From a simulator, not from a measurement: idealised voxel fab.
Process module heading - voxel released beams
Pictured: cross-section cut, 195 nm wide, on a grid of 5 nm square cells.
Cross-section, as written here: a square-cell grid given band by band from the top down, where a band holds one or more rows of cells.
Each band's line starts with the height of the band's top and of its bottom, in nm. Then come its materials from left to right, each with its width in nm. One material with "everywhere" fills the band from edge to edge. "air" is empty space.
Height datum 0, below which the as-received substrate wafer is one material. Lowest band open at the bottom, running downward: "0 nm and below".
Think of "30 to 40" as a width that walks from the first number to the second as you go down the band, top row to bottom row, taking equal-sized steps from row to row.
The cross-section has no changed cell in any step marked "nothing altered".
Empty spaces counting at least 8 cells and having no open way to the top are listed in "Voids, fully enclosed". The notation width x height at distance is used for each, the distance being from the left edge and all three values in nm.
Heads up: the bit after the settings on a step's line is the simulator's remark on that step.
On any step carrying a mask, the "overlay nm" setting, if present on the step's line, tells how far right of its planned place the mask lay; negative values point to the left.

STEPS IN THE PROCESS PLAN
- 1: RECEIVE [material Si]
- 2: CONFORMAL_DEP [material Al2O3] [thk nm 10]
- 3: DIRECTIONAL_DEP [material SiO2] [thk nm 15]
- 4: DIRECTIONAL_DEP [material aC] [thk nm 10]
- 5: PATTERN [tone open] [mask id ANCHOR] [material resist] [width nm 40] [thk nm 30] [overlay nm 0]
- 6: DIRECTIONAL_ETCH [etch materials aC] [depth nm 10]
- 7: STRIP [etch materials resist]
- 8: DIRECTIONAL_ETCH [etch materials SiO2] [depth nm 15]
- 9: STRIP [etch materials aC]
- 10: CONFORMAL_DEP [material SiN] [thk nm 15]
- 11: MASKED_ETCH [tone cover] [mask id BEAM] [width nm 85] [etch materials SiN] [depth nm 15] [overlay nm 0]
- 12: STRIP [etch materials SiO2]

WAFER, FIRST OF TWO, RUN AS PLANNED

AS-RECEIVED STATE OF THE WAFER IN CROSS-SECTION, EQUIVALENT TO POST-STEP 1
* 0 nm and below = Si everywhere
* Voids, fully enclosed: none

CROSS-SECTION OF THE WAFER SUBSEQUENT TO STEP 2
* 10 nm to 0 nm = Al2O3 everywhere
* Whatever lies below 0 is exactly as it was before.

CROSS-SECTION OF THE WAFER SUBSEQUENT TO STEP 3
* 25 nm to 10 nm = SiO2 everywhere
* Whatever lies below 10 is exactly as it was before.

CROSS-SECTION OF THE WAFER SUBSEQUENT TO STEP 4
* 35 nm to 25 nm = aC everywhere
* Whatever lies below 25 is exactly as it was before.

CROSS-SECTION OF THE WAFER SUBSEQUENT TO STEP 5
* 65 nm to 35 nm = resist (55) / air (40) / resist (100)
* Whatever lies below 35 is exactly as it was before.

CROSS-SECTION OF THE WAFER SUBSEQUENT TO STEP 6
* 55 nm to 35 nm = resist (55) / air (40) / resist (100)
* 35 nm to 25 nm = aC (55) / air (40) / aC (100)
* Whatever lies below 25 is exactly as it was before.

CROSS-SECTION OF THE WAFER SUBSEQUENT TO STEP 7
* 35 nm to 25 nm = aC (55) / air (40) / aC (100)
* Whatever lies below 25 is exactly as it was before.

CROSS-SECTION OF THE WAFER SUBSEQUENT TO STEP 8
* 35 nm to 25 nm = aC (55) / air (40) / aC (100)
* 25 nm to 10 nm = SiO2 (55) / air (40) / SiO2 (100)
* Whatever lies below 10 is exactly as it was before.

CROSS-SECTION OF THE WAFER SUBSEQUENT TO STEP 9
* 25 nm to 10 nm = SiO2 (55) / air (40) / SiO2 (100)
* Whatever lies below 10 is exactly as it was before.

CROSS-SECTION OF THE WAFER SUBSEQUENT TO STEP 10
* 40 nm to 25 nm = SiN (70) / air (10) / SiN (115)
* 25 nm to 10 nm = SiO2 (55) / SiN (40) / SiO2 (100)
* Whatever lies below 10 is exactly as it was before.

CROSS-SECTION OF THE WAFER SUBSEQUENT TO STEP 11
* 40 nm to 25 nm = air (50) / SiN (20) / air (10) / SiN (55) / air (60)
* Whatever lies below 25 is exactly as it was before.

CROSS-SECTION OF THE WAFER SUBSEQUENT TO STEP 12
* 40 nm to 25 nm = air (50) / SiN (20) / air (10) / SiN (55) / air (60)
* 25 nm to 10 nm = air (55) / SiN (40) / air (100)
* Whatever lies below 10 is exactly as it was before.

REGARDING THE SECOND OF THE TWO WAFERS: IT SHARED THE FIRST WAFER'S STARTING CONDITION AND PROCESS PLAN, YET ONE ERROR OCCURRED DURING ITS EXECUTION. ITS HISTORY COINCIDES WITH THAT OF THE FIRST WAFER UP TO AND INCLUDING STEP 9

CROSS-SECTION OF THE SECOND WAFER AT THE TIME STEP 10 OF THE PLAN SHOULD HAVE ENDED
* 55 nm to 25 nm = SiN everywhere
* 25 nm to 10 nm = SiO2 (55) / SiN (40) / SiO2 (100)
* Whatever lies below 10 is exactly as it was before.

CROSS-SECTION OF THE SECOND WAFER AT THE TIME STEP 11 OF THE PLAN SHOULD HAVE ENDED
* 55 nm to 40 nm = air (50) / SiN (85) / air (60)
* Whatever lies below 40 is exactly as it was before.

Cross-section of the second wafer at the time step 12 of the plan should have ended: nothing altered
Nonconformance to the process plan: regarding the plan, step 10 was run twice
Final difference in cells, second wafer against first, listed per material as more or fewer: SiN +123 | SiO2 +93
